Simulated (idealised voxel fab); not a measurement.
Process module, titled voxel fin reveal
It is cross-section cut that appears here, measuring 165 nm in width, its square cells being 5 nm in size.
Cross-section format: a grid of square cells, given as bands from top to bottom; each band is one or more rows of cells. Top, bottom (nm), then materials left to right with widths (nm); lone material tagged "all across" fills the whole band edge to edge; "blank" = empty space. Heights are expressed relative to 0, this being the level below which the as-received wafer comprises one material exclusively. The lowest band is unbounded in the downward direction and is denoted as in "0 -> down". With a width like "30 to 40", each row of cells in the band differs from the next by the same amount, the top row carrying the first number and the bottom row the second. No cell of the cross-section changed in a step that is given as "stayed the same". Entry "Enclosed void catalog". Content: empty spaces with no open connection to the top, size 8 cells or greater. Each: width x height at distance. Distance: from left edge. Unit: nm. What comes after the settings on a step's line is commentary from the simulator itself on that step. overlay nm: mask right of planned place by this much (step with mask). Neg. = left.
[Listed below are the process steps as planned]
1,RECEIVE,material Si
2,CONFORMAL_DEP,material SiN,thk nm 10
3,PATTERN,tone cover,mask id FINS,material resist,width nm 15,pitch nm 35,thk nm 20,overlay nm 0
4,DIRECTIONAL_ETCH,etch materials SiN,depth nm 10
5,DIRECTIONAL_ETCH,etch materials Si,depth nm 30
6,STRIP,etch materials resist
7,FILL_DEP,material SiO2,thk nm 10
8,CMP,height nm 10
9,SELECTIVE_ETCH,etch materials SiO2,depth nm 25
10,STRIP,etch materials SiN
[The first of two wafers, run as planned]
[Cross-section of the incoming wafer, state after step 1]
> 0 -> down  Si all across
> Enclosed void catalog: none
[Cross-section: wafer state after step 2]
> 10 -> 0  SiN all across
> Under 0: no change, same as before.
[Cross-section: wafer state after step 3]
> 30 -> 10  55 blank, 15 resist, 20 blank, 15 resist, 60 blank
> Under 10: no change, same as before.
[Cross-section: wafer state after step 4]
> 30 -> 10  55 blank, 15 resist, 20 blank, 15 resist, 60 blank
> 10 -> 0  55 blank, 15 SiN, 20 blank, 15 SiN, 60 blank
> Under 0: no change, same as before.
[Cross-section: wafer state after step 5]
> 30 -> 10  55 blank, 15 resist, 20 blank, 15 resist, 60 blank
> 10 -> 0  55 blank, 15 SiN, 20 blank, 15 SiN, 60 blank
> 0 -> -30  55 blank, 15 Si, 20 blank, 15 Si, 60 blank
> Under -30: no change, same as before.
[Cross-section: wafer state after step 6]
> 10 -> 0  55 blank, 15 SiN, 20 blank, 15 SiN, 60 blank
> Under 0: no change, same as before.
[Cross-section: wafer state after step 7]
> 20 -> 10  SiO2 all across
> 10 -> 0  55 SiO2, 15 SiN, 20 SiO2, 15 SiN, 60 SiO2
> 0 -> -30  55 SiO2, 15 Si, 20 SiO2, 15 Si, 60 SiO2
> Under -30: no change, same as before.
[Cross-section: wafer state after step 8]
> 10 -> 0  55 SiO2, 15 SiN, 20 SiO2, 15 SiN, 60 SiO2
> Under 0: no change, same as before.
[Cross-section: wafer state after step 9]
> 10 -> 0  55 blank, 15 SiN, 20 blank, 15 SiN, 60 blank
> 0 -> -15  55 blank, 15 Si, 20 blank, 15 Si, 60 blank
> Under -15: no change, same as before.
[Cross-section: wafer state after step 10]
> 0 -> -15  55 blank, 15 Si, 20 blank, 15 Si, 60 blank
> Under -15: no change, same as before.
[Wafer two. Same start, same plan, one slip in execution. Same as wafer one through step 8, inclusive]
[Here is the second wafer in cross-section at the point where step 9 of the plan should have been done]
> 10 -> 0  55 SiO2, 15 blank, 20 SiO2, 15 blank, 60 SiO2
> Under 0: no change, same as before.
[Here is the second wafer in cross-section at the point where step 10 of the plan should have been done]
> 0 -> -15  55 blank, 15 Si, 20 blank, 15 Si, 60 blank
> -15 -> -25  30 SiO2, 25 blank, 15 Si, 20 blank, 15 Si, 25 blank, 35 SiO2
> Under -25: no change, same as before.
Error vs. plan: order of steps 9 and 10 inverted relative to the plan
It is noted that, at the conclusion of processing, the second wafer exhibits a higher or lower cell count for certain materials relative to the first: SiO2 -28
